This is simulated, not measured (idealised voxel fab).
The document below concerns the process module designated voxel ribs on slabs.
We display cut, a cross-section 290 nm in width whose square cells are each 5 nm.
If you're reading a cross-section in this doc, picture square cells in a grid; it comes to you as bands, top ones listed first down to the bottom, and a band can be one or more rows of cells. Band: top and bottom heights (nm) first, top before bottom; then materials from left to right, widths in nm. "everywhere" marks a sole material filling the band edge to edge. "empty" denotes empty space. Basically, 0 is our baseline, since under it the wafer straight out of the box is all one material. The bottom band has no lower end and keeps on going down, so it looks like "from 0 down". Read "30 to 40" as a graded width: first number on top, second number at the bottom, same change between each pair of neighbouring rows. A step reported as "no modifications" is a step in which no cell of the cross-section changed. Look at "Completely sealed voids" for the closed voids: empty spaces with no open path to the top, sized 8 cells or up. Each is width x height at distance, distance from the left edge, all nm. Read whatever lies past the settings on a step's line as the simulator's own remark about the step. A step line may carry the setting "overlay nm", which, for steps involving a mask, states the distance by which the mask lay to the right of its intended position; negative values denote displacement to the left.
# Below is the list of planned process steps
- 1: RECEIVE, material Si
- 2: DIRECTIONAL_DEP, material SiO2, thk nm 20
- 3: DIRECTIONAL_DEP, material polySi, thk nm 25
- 4: DIRECTIONAL_DEP, material aC, thk nm 10
- 5: PATTERN, tone cover, mask id RIB, material resist, width nm 20, thk nm 25, overlay nm 0
- 6: DIRECTIONAL_ETCH, etch materials aC, depth nm 10
- 7: STRIP, etch materials resist
- 8: DIRECTIONAL_ETCH, etch materials polySi, depth nm 5
- 9: STRIP, etch materials aC
- 10: PATTERN, tone cover, mask id SLAB, material resist, width nm 70, thk nm 15, overlay nm 0
- 11: DIRECTIONAL_ETCH, etch materials polySi, depth nm 20
- 12: STRIP, etch materials resist
- 13: FILL_DEP, material SiO2, thk nm 30
- 14: CMP, height nm 65
- 15: DIRECTIONAL_DEP, material W, thk nm 5
- 16: MASKED_ETCH, tone cover, mask id HEATER, width nm 30, etch materials W, depth nm 5, overlay nm 0
- 17: CONFORMAL_DEP, material SiO2, thk nm 5
# Delivered wafer in cross-section: state after step 1
	from 0 down | Si everywhere
	Completely sealed voids: none
# Cross-sectional image of the first of two wafers at the end of the module, the run having proceeded as planned
	from 75 to 70 | empty (125), SiO2 (40), empty (125)
	from 70 to 65 | SiO2 (130), W (30), SiO2 (130)
	from 65 to 45 | SiO2 everywhere
	from 45 to 40 | SiO2 (135), polySi (20), SiO2 (135)
	from 40 to 20 | SiO2 (110), polySi (70), SiO2 (110)
	from 20 to 0 | SiO2 everywhere
	from 0 down | Si everywhere
	Completely sealed voids: none
# Second of two wafers, module complete, sectioned: it shares the first wafer's start and plan but was run with one mistake
	from 75 to 70 | SiO2 (135), empty (20), SiO2 (135)
	from 70 to 65 | W (130), SiO2 (30), W (130)
	from 65 to 45 | SiO2 everywhere
	from 45 to 40 | SiO2 (135), polySi (20), SiO2 (135)
	from 40 to 20 | SiO2 (110), polySi (70), SiO2 (110)
	from 20 to 0 | SiO2 everywhere
	from 0 down | Si everywhere
	Completely sealed voids: none
Which mistake was made when the wafer was run? it should be noted that step 16 was executed with settings other than those planned, the operation and settings actually applied being MASKED_ETCH, tone open, mask id HEATER, width nm 30, etch materials W, depth nm 5, overlay nm 0
The final cell counts differ between the wafers, with the second having more or fewer of some materials than the first: 46 more of W
